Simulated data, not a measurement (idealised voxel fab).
The process module presented herein is designated voxel trench capacitor.
Cross-section cut: width 185 nm, square cells of 5 nm.
Cross-section, as written here: a square-cell grid given band by band from the top down, where a band holds one or more rows of cells.
Band: top and bottom heights (nm) first, top before bottom; then materials from left to right, widths in nm. "everywhere" marks a sole material filling the band edge to edge. "air" denotes empty space.
Measure heights from 0. That's the level where, below it, the as-received wafer is all one material. The lowest band is bottomless and extends downward; write it as in "top 0, no bottom".
A width such as "30 to 40" changes by the same amount from each row of cells to the next, from the band's top row to its bottom row.
Where a step carries "left unchanged", the cross-section came out of it unchanged, cell for cell.
The list in "Sealed cavities" covers empty spaces of 8 cells or more that cannot reach the top through any open way, and it gives each as width x height at distance; the distance is from the left edge, and width, height and distance are in nm.
Step line, after settings: the simulator's comment on this step.
overlay nm: how far to the right of its planned place the mask lay on this masked step (negative: to the left).
# Steps planned for the process
step 1: RECEIVE [material Si]
step 2: CONFORMAL_DEP [material SiN] [thk nm 10]
step 3: PATTERN [tone open] [mask id TRENCH] [material resist] [width nm 15] [pitch nm 40] [thk nm 15] [overlay nm 0]
step 4: DIRECTIONAL_ETCH [etch materials SiN] [depth nm 10]
step 5: DIRECTIONAL_ETCH [etch materials Si] [depth nm 30]
step 6: STRIP [etch materials resist]
step 7: CONFORMAL_DEP [material Al2O3] [thk nm 5]
step 8: FILL_DEP [material polySi] [thk nm 5]
step 9: CMP [height nm 10]
# as received, after step 1
	top 0, no bottom: Si everywhere
	Sealed cavities: none
# Post-module cross-section of the first of two wafers (run per plan)
	top 10, bottom 0: SiN 25 nm, Al2O3 5 nm, polySi 5 nm, Al2O3 5 nm, SiN 25 nm, Al2O3 5 nm, polySi 5 nm, Al2O3 5 nm, SiN 25 nm, Al2O3 5 nm, polySi 5 nm, Al2O3 5 nm, SiN 25 nm, Al2O3 5 nm, polySi 5 nm, Al2O3 5 nm, SiN 25 nm
	top 0, bottom -25: Si 25 nm, Al2O3 5 nm, polySi 5 nm, Al2O3 5 nm, Si 25 nm, Al2O3 5 nm, polySi 5 nm, Al2O3 5 nm, Si 25 nm, Al2O3 5 nm, polySi 5 nm, Al2O3 5 nm, Si 25 nm, Al2O3 5 nm, polySi 5 nm, Al2O3 5 nm, Si 25 nm
	top -25, bottom -30: Si 25 nm, Al2O3 15 nm, Si 25 nm, Al2O3 15 nm, Si 25 nm, Al2O3 15 nm, Si 25 nm, Al2O3 15 nm, Si 25 nm
	top -30, no bottom: Si everywhere
	Sealed cavities: none
# Here is the second of the two wafers cut open at the end of the module - same start, same plan as the first one, but we made one mistake running it
	top 10, bottom 0: SiN 25 nm, Al2O3 5 nm, polySi 10 nm, Al2O3 5 nm, SiN 20 nm, Al2O3 5 nm, polySi 10 nm, Al2O3 5 nm, SiN 20 nm, Al2O3 5 nm, polySi 10 nm, Al2O3 5 nm, SiN 20 nm, Al2O3 5 nm, polySi 10 nm, Al2O3 5 nm, SiN 20 nm
	top 0, bottom -25: Si 25 nm, Al2O3 5 nm, polySi 10 nm, Al2O3 5 nm, Si 20 nm, Al2O3 5 nm, polySi 10 nm, Al2O3 5 nm, Si 20 nm, Al2O3 5 nm, polySi 10 nm, Al2O3 5 nm, Si 20 nm, Al2O3 5 nm, polySi 10 nm, Al2O3 5 nm, Si 20 nm
	top -25, bottom -30: Si 25 nm, Al2O3 20 nm, Si 20 nm, Al2O3 20 nm, Si 20 nm, Al2O3 20 nm, Si 20 nm, Al2O3 20 nm, Si 20 nm
	top -30, no bottom: Si everywhere
	Sealed cavities: none
Heads up, the wafer didn't run the way we planned it: step 3 did not use the planned setting and instead ran as PATTERN [tone open] [mask id TRENCH] [material resist] [width nm 20] [pitch nm 40] [thk nm 15] [overlay nm 0]
Bottom line after processing is that, in cells, the second wafer is up or down on some materials versus the first: 4 more of Al2O3; 24 fewer of Si; 8 fewer of SiN; 28 more of polySi
